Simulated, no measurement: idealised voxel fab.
The name of this process module is voxel ribs on slabs.
Cross-section cut: width 190 nm, square cells of 5 nm.
Cross-section layout: square cells on a grid; listed as bands, top to bottom; a band spans one or more cell rows.
What a band's entry tells you: where the top is and where the bottom is, as heights in nm, and after that what lies inside, material by material from left to right, each with its width in nm. Empty space is written as the word "empty", and a single material marked with the word "everywhere" occupies the band from edge to edge.
Heights from 0 (as-received wafer is one material below). Bottom band endless downward, as "0..down".
The expression "30->40" gives the width at the extremes of the band, the first number at its top row of cells and the second at its bottom row, with the width changing by equal amounts from each row to the next in between.
Basically "identical to before" means that step didn't change any cell in the cross-section.
Empty spaces counting at least 8 cells and having no open way to the top are listed in "Closed voids list". The notation width x height at distance is used for each, the distance being from the left edge and all three values in nm.
If you see something after the settings on a step's line, that's the simulator's own remark about that step.
A step's line can hold "overlay nm"; with a mask on that step, the setting says how far right of the planned place the mask lay, while a negative setting says it lay to the left.
[Planned step list for the process]
1,RECEIVE, material Si
2,DIRECTIONAL_DEP, material SiO2, thk nm 30
3,DIRECTIONAL_DEP, material SiN, thk nm 25
4,MASKED_ETCH, tone cover, mask id RIB, width nm 20, etch materials SiN, depth nm 20, overlay nm 0
5,PATTERN, tone cover, mask id SLAB, material resist, width nm 60, thk nm 20, overlay nm 0
6,DIRECTIONAL_ETCH, etch materials SiN, depth nm 5
7,STRIP, etch materials resist
8,FILL_DEP, material SiO2, thk nm 15
9,CMP, height nm 65
10,DIRECTIONAL_DEP, material TiN, thk nm 5
11,DIRECTIONAL_DEP, material aC, thk nm 10
12,PATTERN, tone cover, mask id HEATER, material resist, width nm 30, thk nm 25, overlay nm 0
13,DIRECTIONAL_ETCH, etch materials aC, depth nm 10
14,STRIP, etch materials resist
15,DIRECTIONAL_ETCH, etch materials TiN, depth nm 5
16,STRIP, etch materials aC
17,CONFORMAL_DEP, material SiO2, thk nm 5
[The first of two wafers, run as planned]
[Cross-section, incoming material, after step 1]
0..down  Si everywhere
Closed voids list: none
[Take a look at the wafer's cross-section after step 2]
30..0  SiO2 everywhere
Below 0, no change.
[Take a look at the wafer's cross-section after step 3]
55..30  SiN everywhere
Below 30, no change.
[Take a look at the wafer's cross-section after step 4]
55..35  empty (85)  SiN (20)  empty (85)
Below 35, no change.
[Take a look at the wafer's cross-section after step 5]
75..55  empty (65)  resist (60)  empty (65)
55..35  empty (65)  resist (20)  SiN (20)  resist (20)  empty (65)
Below 35, no change.
[Take a look at the wafer's cross-section after step 6]
75..55  empty (65)  resist (60)  empty (65)
55..35  empty (65)  resist (20)  SiN (20)  resist (20)  empty (65)
35..30  empty (65)  SiN (60)  empty (65)
Below 30, no change.
[Take a look at the wafer's cross-section after step 7]
55..35  empty (85)  SiN (20)  empty (85)
Below 35, no change.
[Take a look at the wafer's cross-section after step 8]
70..55  SiO2 everywhere
55..35  SiO2 (85)  SiN (20)  SiO2 (85)
35..30  SiO2 (65)  SiN (60)  SiO2 (65)
Below 30, no change.
[Take a look at the wafer's cross-section after step 9]
65..55  SiO2 everywhere
Below 55, no change.
[Take a look at the wafer's cross-section after step 10]
70..65  TiN everywhere
Below 65, no change.
[Take a look at the wafer's cross-section after step 11]
80..70  aC everywhere
Below 70, no change.
[Take a look at the wafer's cross-section after step 12]
105..80  empty (80)  resist (30)  empty (80)
Below 80, no change.
[Take a look at the wafer's cross-section after step 13]
95..80  empty (80)  resist (30)  empty (80)
80..70  empty (80)  aC (30)  empty (80)
Below 70, no change.
[Take a look at the wafer's cross-section after step 14]
80..70  empty (80)  aC (30)  empty (80)
Below 70, no change.
[Take a look at the wafer's cross-section after step 15]
80..70  empty (80)  aC (30)  empty (80)
70..65  empty (80)  TiN (30)  empty (80)
Below 65, no change.
[Take a look at the wafer's cross-section after step 16]
70..65  empty (80)  TiN (30)  empty (80)
Below 65, no change.
[Take a look at the wafer's cross-section after step 17]
75..70  empty (75)  SiO2 (40)  empty (75)
70..65  SiO2 (80)  TiN (30)  SiO2 (80)
Below 65, no change.
[Okay, second wafer. Nothing different at the start, nothing different in the plan, just one mistake somewhere in the running. As far as step 16, counting that step, it's the first wafer all over again]
[The second wafer cut through, at the time step 17 was supposed to be finished]
75..70  empty (75)  aC (40)  empty (75)
70..65  aC (80)  TiN (30)  aC (80)
Below 65, no change.
What went wrong in running the wafer? not per plan at step 17, really ran CONFORMAL_DEP, material aC, thk nm 5
Counted in cells at the end, the second wafer holds more or fewer of these materials than the first: -40 SiO2 | +40 aC
